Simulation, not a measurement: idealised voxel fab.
process module | voxel wiring stack
cross-section cut | 280 nm wide | cells 5 nm
A cross-section is a grid of square cells, given in bands from the top down. A band is one or more rows of cells.
Each band's line starts with the height of the band's top and of its bottom, in nm. Then come its materials from left to right, each with its width in nm. One material with "throughout" fills the band from edge to edge. "air" is empty space.
Height 0 is the level under which the wafer as received is all one material. The lowest band goes on downwards, as in "0 down".
A width such as "30 to 40" changes by the same amount from each row of cells to the next, from the band's top row to its bottom row.
"no change" after a step means that no cell of the cross-section changed.
closed voids: empty space of 8 cells or more with no open way to the top, each as width x height at its distance from the left edge, in nm
after a step's settings: what the simulator itself notes on the step
overlay nm, on a step with a mask: how far to the right of its planned place the mask lay; to the left if negative
Each pair below shows a cross-section before one step and the cross-section after it, down to the lowest band that changed. The line under each pair gives the step between them, with its settings. The pairs can come from different runs of this module on the same starting wafer, so a pair continues from the pair above only where its "before" says so.
before
  65 to 45: lowk 95 | air 20 | lowk 15 | air 20 | lowk 15 | air 20 | lowk 95
  45 to 35: lowk 95 | air 15 | lowk 20 | air 15 | lowk 20 | air 15 | lowk 100
  35 to 30: SiO2 throughout
  30 to 15: lowk 95 | TiN 5 | Ru 10 | TiN 5 | lowk 15 | TiN 5 | Ru 10 | TiN 5 | lowk 15 | TiN 5 | Ru 10 | TiN 5 | lowk 95
  15 to 10: SiN 95 | TiN 20 | SiN 15 | TiN 20 | SiN 15 | TiN 20 | SiN 95
  10 to 0: SiO2 throughout
  0 down: Si throughout
  closed voids: none
after
  70 to 65: TiN 100 | air 10 | TiN 25 | air 10 | TiN 25 | air 10 | TiN 100
  65 to 50: lowk 95 | TiN 5 | air 10 | TiN 5 | lowk 15 | TiN 5 | air 10 | TiN 5 | lowk 15 | TiN 5 | air 10 | TiN 5 | lowk 95
  50 to 40: lowk 95 | TiN 5 | air 5 | TiN 10 to 5 | lowk 15 to 20 | TiN 5 | air 5 | TiN 10 to 5 | lowk 15 to 20 | TiN 5 | air 5 | TiN 10 to 5 | lowk 95 to 100
  40 to 35: lowk 95 | TiN 15 | lowk 20 | TiN 15 | lowk 20 | TiN 15 | lowk 100
  below 35: unchanged
  closed voids: none
the step between: op CONFORMAL_DEP | material TiN | thk nm 5
before: the cross-section after the pair above
after
  80 to 70: Cu throughout
  70 to 65: TiN 100 | Cu 10 | TiN 25 | Cu 10 | TiN 25 | Cu 10 | TiN 100
  65 to 50: lowk 95 | TiN 5 | Cu 10 | TiN 5 | lowk 15 | TiN 5 | Cu 10 | TiN 5 | lowk 15 | TiN 5 | Cu 10 | TiN 5 | lowk 95
  50 to 40: lowk 95 | TiN 5 | Cu 5 | TiN 10 to 5 | lowk 15 to 20 | TiN 5 | Cu 5 | TiN 10 to 5 | lowk 15 to 20 | TiN 5 | Cu 5 | TiN 10 to 5 | lowk 95 to 100
  below 40: unchanged
  closed voids: none
the step between: op FILL_DEP | material Cu | thk nm 10
before: the cross-section after the pair above
after
  65 to 50: lowk 95 | TiN 5 | Cu 10 | TiN 5 | lowk 15 | TiN 5 | Cu 10 | TiN 5 | lowk 15 | TiN 5 | Cu 10 | TiN 5 | lowk 95
  below 50: unchanged
  closed voids: none
the step between: op CMP | height nm 65
before: the cross-section after the pair above
after
  70 to 65: SiCN throughout
  below 65: unchanged
  closed voids: none
the step between: op CONFORMAL_DEP | material SiCN | thk nm 5
before: the cross-section after the pair above
after
  85 to 70: SiO2 throughout
  below 70: unchanged
  closed voids: none
the step between: op DIRECTIONAL_DEP | material SiO2 | thk nm 15
before: the cross-section after the pair above
after
  85 to 70: SiO2 95 | air 15 | SiO2 20 | air 15 | SiO2 20 | air 15 | SiO2 100
  below 70: unchanged
  closed voids: none
the step between: op MASKED_ETCH | tone open | mask id PLUG_2 | width nm 15 | pitch nm 35 | etch materials SiO2 | depth nm 15 | overlay nm 0
before: the cross-section after the pair above
after
  85 to 70: SiO2 95 | air 15 | SiO2 20 | air 15 | SiO2 20 | air 15 | SiO2 100
  70 to 65: SiCN 95 | air 15 | SiCN 20 | air 15 | SiCN 20 | air 15 | SiCN 100
  below 65: unchanged
  closed voids: none
the step between: op MASKED_ETCH | tone open | mask id PLUG_2 | width nm 15 | pitch nm 35 | etch materials SiCN | depth nm 5 | overlay nm 0
before: the cross-section after the pair above
after
  90 to 85: TiN 100 | air 5 | TiN 30 | air 5 | TiN 30 | air 5 | TiN 105
  85 to 70: SiO2 95 | TiN 5 | air 5 | TiN 5 | SiO2 20 | TiN 5 | air 5 | TiN 5 | SiO2 20 | TiN 5 | air 5 | TiN 5 | SiO2 100
  70 to 65: SiCN 95 | TiN 15 | SiCN 20 | TiN 15 | SiCN 20 | TiN 15 | SiCN 100
  below 65: unchanged
  closed voids: none
the step between: op CONFORMAL_DEP | material TiN | thk nm 5
before: the cross-section after the pair above
after
  95 to 90: W throughout
  90 to 85: TiN 100 | W 5 | TiN 30 | W 5 | TiN 30 | W 5 | TiN 105
  85 to 70: SiO2 95 | TiN 5 | W 5 | TiN 5 | SiO2 20 | TiN 5 | W 5 | TiN 5 | SiO2 20 | TiN 5 | W 5 | TiN 5 | SiO2 100
  below 70: unchanged
  closed voids: none
the step between: op FILL_DEP | material W | thk nm 5
before: the cross-section after the pair above
after
  85 to 70: SiO2 95 | TiN 5 | W 5 | TiN 5 | SiO2 20 | TiN 5 | W 5 | TiN 5 | SiO2 20 | TiN 5 | W 5 | TiN 5 | SiO2 100
  below 70: unchanged
  closed voids: none
the step between: op CMP | height nm 85
before: the cross-section after the pair above
after
  90 to 85: SiN throughout
  below 85: unchanged
  closed voids: none
the step between: op CONFORMAL_DEP | material SiN | thk nm 5
before: the cross-section after the pair above
after
  105 to 90: SiO2 throughout
  below 90: unchanged
  closed voids: none
the step between: op DIRECTIONAL_DEP | material SiO2 | thk nm 15
before: the cross-section after the pair above
after
  105 to 90: SiO2 95 | air 20 | SiO2 15 | air 20 | SiO2 15 | air 20 | SiO2 95
  below 90: unchanged
  closed voids: none
the step between: op MASKED_ETCH | tone open | mask id METAL_3 | width nm 20 | pitch nm 35 | etch materials SiO2 | depth nm 15 | overlay nm 0
before: the cross-section after the pair above
after
  105 to 90: SiO2 95 | air 20 | SiO2 15 | air 20 | SiO2 15 | air 20 | SiO2 95
  90 to 85: SiN 95 | air 20 | SiN 15 | air 20 | SiN 15 | air 20 | SiN 95
  below 85: unchanged
  closed voids: none
the step between: op MASKED_ETCH | tone open | mask id METAL_3 | width nm 20 | pitch nm 35 | etch materials SiN | depth nm 5 | overlay nm 0
before: the cross-section after the pair above
after
  110 to 105: TiN 100 | air 10 | TiN 25 | air 10 | TiN 25 | air 10 | TiN 100
  105 to 90: SiO2 95 | TiN 5 | air 10 | TiN 5 | SiO2 15 | TiN 5 | air 10 | TiN 5 | SiO2 15 | TiN 5 | air 10 | TiN 5 | SiO2 95
  90 to 85: SiN 95 | TiN 20 | SiN 15 | TiN 20 | SiN 15 | TiN 20 | SiN 95
  below 85: unchanged
  closed voids: none
the step between: op CONFORMAL_DEP | material TiN | thk nm 5
before: the cross-section after the pair above
after
  120 to 110: Ru throughout
  110 to 105: TiN 100 | Ru 10 | TiN 25 | Ru 10 | TiN 25 | Ru 10 | TiN 100
  105 to 90: SiO2 95 | TiN 5 | Ru 10 | TiN 5 | SiO2 15 | TiN 5 | Ru 10 | TiN 5 | SiO2 15 | TiN 5 | Ru 10 | TiN 5 | SiO2 95
  below 90: unchanged
  closed voids: none
the step between: op FILL_DEP | material Ru | thk nm 10
before: the cross-section after the pair above
after
  105 to 90: SiO2 95 | TiN 5 | Ru 10 | TiN 5 | SiO2 15 | TiN 5 | Ru 10 | TiN 5 | SiO2 15 | TiN 5 | Ru 10 | TiN 5 | SiO2 95
  below 90: unchanged
  closed voids: none
the step between: op CMP | height nm 105
before: the cross-section after the pair above
after
  110 to 105: SiCN throughout
  below 105: unchanged
  closed voids: none
the step between: op CONFORMAL_DEP | material SiCN | thk nm 5
before: the cross-section after the pair above
after
  140 to 110: lowk throughout
  below 110: unchanged
  closed voids: none
the step between: op DIRECTIONAL_DEP | material lowk | thk nm 30
before: the cross-section after the pair above
after
  140 to 125: lowk 95 | air 20 | lowk 15 | air 20 | lowk 15 | air 20 | lowk 95
  below 125: unchanged
  closed voids: none
the step between: op MASKED_ETCH | tone open | mask id METAL_4 | width nm 20 | pitch nm 35 | etch materials lowk | depth nm 15 | overlay nm 0
before: the cross-section after the pair above
after
  140 to 125: lowk 95 | air 20 | lowk 15 | air 20 | lowk 15 | air 20 | lowk 95
  125 to 110: lowk 95 | air 15 | lowk 55 | air 15 | lowk 100
  below 110: unchanged
  closed voids: none
the step between: op MASKED_ETCH | tone open | mask id METAL_4_HOLES | width nm 15 | pitch nm 70 | etch materials lowk | depth nm 15 | overlay nm 0
before: the cross-section after the pair above
after
  140 to 125: lowk 95 | air 20 | lowk 15 | air 20 | lowk 15 | air 20 | lowk 95
  125 to 110: lowk 95 | air 15 | lowk 55 | air 15 | lowk 100
  110 to 105: SiCN 95 | air 15 | SiCN 55 | air 15 | SiCN 100
  below 105: unchanged
  closed voids: none
the step between: op MASKED_ETCH | tone open | mask id METAL_4_HOLES | width nm 15 | pitch nm 70 | etch materials SiCN | depth nm 5 | overlay nm 0
before: the cross-section after the pair above
after
  145 to 140: TiN 100 | air 10 | TiN 25 | air 10 | TiN 25 | air 10 | TiN 100
  140 to 130: lowk 95 | TiN 5 | air 10 | TiN 5 | lowk 15 | TiN 5 | air 10 | TiN 5 | lowk 15 | TiN 5 | air 10 | TiN 5 | lowk 95
  130 to 125: lowk 95 | TiN 5 | air 5 | TiN 10 | lowk 15 | TiN 20 | lowk 15 | TiN 5 | air 5 | TiN 10 | lowk 95
  125 to 110: lowk 95 | TiN 5 | air 5 | TiN 5 | lowk 55 | TiN 5 | air 5 | TiN 5 | lowk 100
  110 to 105: SiCN 95 | TiN 15 | SiCN 55 | TiN 15 | SiCN 100
  below 105: unchanged
  closed voids: none
the step between: op CONFORMAL_DEP | material TiN | thk nm 5
before: the cross-section after the pair above
after
  150 to 145: Ru throughout
  145 to 140: TiN 100 | Ru 10 | TiN 25 | Ru 10 | TiN 25 | Ru 10 | TiN 100
  140 to 130: lowk 95 | TiN 5 | Ru 10 | TiN 5 | lowk 15 | TiN 5 | Ru 10 | TiN 5 | lowk 15 | TiN 5 | Ru 10 | TiN 5 | lowk 95
  130 to 125: lowk 95 | TiN 5 | Ru 5 | TiN 10 | lowk 15 | TiN 20 | lowk 15 | TiN 5 | Ru 5 | TiN 10 | lowk 95
  125 to 110: lowk 95 | TiN 5 | Ru 5 | TiN 5 | lowk 55 | TiN 5 | Ru 5 | TiN 5 | lowk 100
  below 110: unchanged
  closed voids: none
the step between: op FILL_DEP | material Ru | thk nm 5
before: the cross-section after the pair above
after
  140 to 130: lowk 95 | TiN 5 | Ru 10 | TiN 5 | lowk 15 | TiN 5 | Ru 10 | TiN 5 | lowk 15 | TiN 5 | Ru 10 | TiN 5 | lowk 95
  below 130: unchanged
  closed voids: none
the step between: op CMP | height nm 140
before: the cross-section after the pair above
after
  145 to 140: SiN throughout
  below 140: unchanged
  closed voids: none
the step between: op CONFORMAL_DEP | material SiN | thk nm 5
before
  105 to 90: SiO2 throughout
  90 to 85: SiN throughout
  85 to 70: SiO2 95 | TiN 5 | W 5 | TiN 5 | SiO2 20 | TiN 5 | W 5 | TiN 5 | SiO2 20 | TiN 5 | W 5 | TiN 5 | SiO2 100
  70 to 65: SiCN 95 | TiN 15 | SiCN 20 | TiN 15 | SiCN 20 | TiN 15 | SiCN 100
  65 to 50: lowk 95 | TiN 5 | Cu 10 | TiN 5 | lowk 15 | TiN 5 | Cu 10 | TiN 5 | lowk 15 | TiN 5 | Cu 10 | TiN 5 | lowk 95
  50 to 45: lowk 95 | TiN 5 | Cu 5 | TiN 10 | lowk 15 | TiN 5 | Cu 5 | TiN 10 | lowk 15 | TiN 5 | Cu 5 | TiN 10 | lowk 95
  45 to 35: lowk 95 | TiN 5 | Cu 5 | TiN 5 | lowk 20 | TiN 5 | Cu 5 | TiN 5 | lowk 20 | TiN 5 | Cu 5 | TiN 5 | lowk 100
  35 to 30: SiCN 95 | TiN 15 | SiCN 20 | TiN 15 | SiCN 20 | TiN 15 | SiCN 100
  30 to 15: lowk 95 | TiN 5 | Ru 10 | TiN 5 | lowk 15 | TiN 5 | Ru 10 | TiN 5 | lowk 15 | TiN 5 | Ru 10 | TiN 5 | lowk 95
  15 to 10: SiN 95 | TiN 20 | SiN 15 | TiN 20 | SiN 15 | TiN 20 | SiN 95
  10 to 0: SiO2 throughout
  0 down: Si throughout
  closed voids: none
after
  105 to 90: air 95 | SiO2 20 | air 15 | SiO2 20 | air 15 | SiO2 20 | air 95
  below 90: unchanged
  closed voids: none
the step between: op MASKED_ETCH | tone cover | mask id METAL_3 | width nm 20 | pitch nm 35 | etch materials SiO2 | depth nm 15 | overlay nm 0
before: the cross-section after the pair above
after
  110 to 105: air 90 | TiN 30 | air 5 | TiN 30 | air 5 | TiN 30 | air 90
  105 to 95: air 90 | TiN 5 | SiO2 20 | TiN 5 | air 5 | TiN 5 | SiO2 20 | TiN 5 | air 5 | TiN 5 | SiO2 20 | TiN 5 | air 90
  95 to 90: TiN 95 | SiO2 20 | TiN 15 | SiO2 20 | TiN 15 | SiO2 20 | TiN 95
  below 90: unchanged
  closed voids: none
the step between: op CONFORMAL_DEP | material TiN | thk nm 5
before: the cross-section after the pair above
after
  120 to 110: Ru throughout
  110 to 105: Ru 90 | TiN 30 | Ru 5 | TiN 30 | Ru 5 | TiN 30 | Ru 90
  105 to 95: Ru 90 | TiN 5 | SiO2 20 | TiN 5 | Ru 5 | TiN 5 | SiO2 20 | TiN 5 | Ru 5 | TiN 5 | SiO2 20 | TiN 5 | Ru 90
  below 95: unchanged
  closed voids: none
the step between: op FILL_DEP | material Ru | thk nm 10
before: the cross-section after the pair above
after
  105 to 95: Ru 90 | TiN 5 | SiO2 20 | TiN 5 | Ru 5 | TiN 5 | SiO2 20 | TiN 5 | Ru 5 | TiN 5 | SiO2 20 | TiN 5 | Ru 90
  below 95: unchanged
  closed voids: none
the step between: op CMP | height nm 105
before: the cross-section after the pair above
after
  110 to 105: SiCN throughout
  below 105: unchanged
  closed voids: none
the step between: op CONFORMAL_DEP | material SiCN | thk nm 5
before: the cross-section after the pair above
after
  140 to 110: lowk throughout
  below 110: unchanged
  closed voids: none
the step between: op DIRECTIONAL_DEP | material lowk | thk nm 30
before: the cross-section after the pair above
after
  140 to 125: lowk 95 | air 20 | lowk 15 | air 20 | lowk 15 | air 20 | lowk 95
  below 125: unchanged
  closed voids: none
the step between: op MASKED_ETCH | tone open | mask id METAL_4 | width nm 20 | pitch nm 35 | etch materials lowk | depth nm 15 | overlay nm 0
before: the cross-section after the pair above
after
  140 to 125: lowk 95 | air 20 | lowk 15 | air 20 | lowk 15 | air 20 | lowk 95
  125 to 110: lowk 95 | air 15 | lowk 55 | air 15 | lowk 100
  below 110: unchanged
  closed voids: none
the step between: op MASKED_ETCH | tone open | mask id METAL_4_HOLES | width nm 15 | pitch nm 70 | etch materials lowk | depth nm 15 | overlay nm 0
before: the cross-section after the pair above
after
  140 to 125: lowk 95 | air 20 | lowk 15 | air 20 | lowk 15 | air 20 | lowk 95
  125 to 110: lowk 95 | air 15 | lowk 55 | air 15 | lowk 100
  110 to 105: SiCN 95 | air 15 | SiCN 55 | air 15 | SiCN 100
  below 105: unchanged
  closed voids: none
the step between: op MASKED_ETCH | tone open | mask id METAL_4_HOLES | width nm 15 | pitch nm 70 | etch materials SiCN | depth nm 5 | overlay nm 0
before: the cross-section after the pair above
after
  145 to 140: TiN 100 | air 10 | TiN 25 | air 10 | TiN 25 | air 10 | TiN 100
  140 to 130: lowk 95 | TiN 5 | air 10 | TiN 5 | lowk 15 | TiN 5 | air 10 | TiN 5 | lowk 15 | TiN 5 | air 10 | TiN 5 | lowk 95
  130 to 125: lowk 95 | TiN 5 | air 5 | TiN 10 | lowk 15 | TiN 20 | lowk 15 | TiN 5 | air 5 | TiN 10 | lowk 95
  125 to 110: lowk 95 | TiN 5 | air 5 | TiN 5 | lowk 55 | TiN 5 | air 5 | TiN 5 | lowk 100
  110 to 105: SiCN 95 | TiN 15 | SiCN 55 | TiN 15 | SiCN 100
  below 105: unchanged
  closed voids: none
the step between: op CONFORMAL_DEP | material TiN | thk nm 5
before: the cross-section after the pair above
after
  150 to 145: Ru throughout
  145 to 140: TiN 100 | Ru 10 | TiN 25 | Ru 10 | TiN 25 | Ru 10 | TiN 100
  140 to 130: lowk 95 | TiN 5 | Ru 10 | TiN 5 | lowk 15 | TiN 5 | Ru 10 | TiN 5 | lowk 15 | TiN 5 | Ru 10 | TiN 5 | lowk 95
  130 to 125: lowk 95 | TiN 5 | Ru 5 | TiN 10 | lowk 15 | TiN 20 | lowk 15 | TiN 5 | Ru 5 | TiN 10 | lowk 95
  125 to 110: lowk 95 | TiN 5 | Ru 5 | TiN 5 | lowk 55 | TiN 5 | Ru 5 | TiN 5 | lowk 100
  below 110: unchanged
  closed voids: none
the step between: op FILL_DEP | material Ru | thk nm 5
before: the cross-section after the pair above
after
  140 to 130: lowk 95 | TiN 5 | Ru 10 | TiN 5 | lowk 15 | TiN 5 | Ru 10 | TiN 5 | lowk 15 | TiN 5 | Ru 10 | TiN 5 | lowk 95
  below 130: unchanged
  closed voids: none
the step between: op CMP | height nm 140
before: the cross-section after the pair above
after
  145 to 140: SiN throughout
  below 140: unchanged
  closed voids: none
the step between: op CONFORMAL_DEP | material SiN | thk nm 5
